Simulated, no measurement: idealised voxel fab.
Title: Process Module voxel self aligned vias
Displayed cross-section: cut, width of 145 nm, square cells sized 5 nm.
Cross-section = grid of square cells, listed top down in bands; band = one or more rows.
It is stipulated that each band's entry specify, in nanometres, the height of the top of the band and then that of its bottom, followed by the materials of the band in left-to-right sequence, each together with its width in nanometres. A single material marked by the word "edge to edge" is understood to fill the band from edge to edge; the word "air" is understood to denote empty space.
Heads up on the height convention: 0 is the point under which the incoming wafer is all one material, and the lowest band has no bottom, it just keeps going down, like "from 0 down".
It should be noted that a width expressed as "30 to 40" varies in equal increments from row to row of cells within the band, taking the value of the first number at the top row and that of the second number at the bottom row.
No cell of the cross-section changed in a step that is given as "everything unchanged".
The list in "Closed voids list" covers empty spaces of 8 cells or more that cannot reach the top through any open way, and it gives each as width x height at distance; the distance is from the left edge, and width, height and distance are in nm.
That trailing text on a step's line, after the settings, is the simulator's own remark on the step.
The line of a step may include "overlay nm". On a step with a mask, this value is how far to the right of its planned place the mask lay. A negative value means the mask lay to the left.

-- Process steps (planned)
- 1: RECEIVE (material Si)
- 2: CONFORMAL_DEP (material SiO2; thk nm 15)
- 3: CONFORMAL_DEP (material SiCN; thk nm 5)
- 4: DIRECTIONAL_DEP (material SiO2; thk nm 20)
- 5: DIRECTIONAL_DEP (material aC; thk nm 15)
- 6: PATTERN (tone open; mask id LINES; material resist; width nm 25; pitch nm 65; thk nm 35; overlay nm 0)
- 7: DIRECTIONAL_ETCH (etch materials aC; depth nm 15)
- 8: STRIP (etch materials resist)
- 9: DIRECTIONAL_ETCH (etch materials SiO2; depth nm 20)
- 10: STRIP (etch materials aC)
- 11: CONFORMAL_DEP (material TiN; thk nm 5)
- 12: FILL_DEP (material Ru; thk nm 5)
- 13: CMP (height nm 40)
- 14: SELECTIVE_ETCH (etch materials W Ru TiN; depth nm 5)
- 15: FILL_DEP (material SiN; thk nm 5)
- 16: CMP (height nm 40)
- 17: DIRECTIONAL_DEP (material SiO2; thk nm 20)
- 18: DIRECTIONAL_DEP (material aC; thk nm 10)
- 19: PATTERN (tone open; mask id VIAS; material resist; width nm 45; thk nm 25; overlay nm 0)
- 20: DIRECTIONAL_ETCH (etch materials aC; depth nm 10)
- 21: STRIP (etch materials resist)
- 22: DIRECTIONAL_ETCH (etch materials SiO2; depth nm 20)
- 23: DIRECTIONAL_ETCH (etch materials SiN; depth nm 5)
- 24: STRIP (etch materials aC)
- 25: CONFORMAL_DEP (material TiN; thk nm 5)
- 26: FILL_DEP (material W; thk nm 10)
- 27: CMP (height nm 60)
- 28: CONFORMAL_DEP (material SiN; thk nm 5)

-- Cross-sectional view of the wafer in its as-received condition, corresponding to the state after step 1
    from 0 down | Si edge to edge
    Closed voids list: none

-- Module complete, cross-section. Starting point and plan per above. One mistake made in running the module
    from 65 to 60 | SiN edge to edge
    from 60 to 45 | 15 nm SiO2, then 5 nm TiN, then 35 nm W, then 5 nm TiN, then 85 nm SiO2
    from 45 to 40 | 15 nm SiO2, then 20 nm TiN, then 15 nm W, then 10 nm TiN, then 85 nm SiO2
    from 40 to 35 | 30 nm SiO2, then 25 nm TiN, then 40 nm SiO2, then 25 nm SiN, then 25 nm SiO2
    from 35 to 25 | 30 nm SiO2, then 5 nm TiN, then 15 nm Ru, then 5 nm TiN, then 40 nm SiO2, then 5 nm TiN, then 15 nm Ru, then 5 nm TiN, then 25 nm SiO2
    from 25 to 20 | 30 nm SiO2, then 25 nm TiN, then 40 nm SiO2, then 25 nm TiN, then 25 nm SiO2
    from 20 to 15 | SiCN edge to edge
    from 15 to 0 | SiO2 edge to edge
    from 0 down | Si edge to edge
    Closed voids list: none
The mistake made against the process plan was this: off-plan run, step 6, actual operation and settings PATTERN (tone open; mask id LINES; material resist; width nm 25; pitch nm 65; thk nm 35; overlay nm 5)
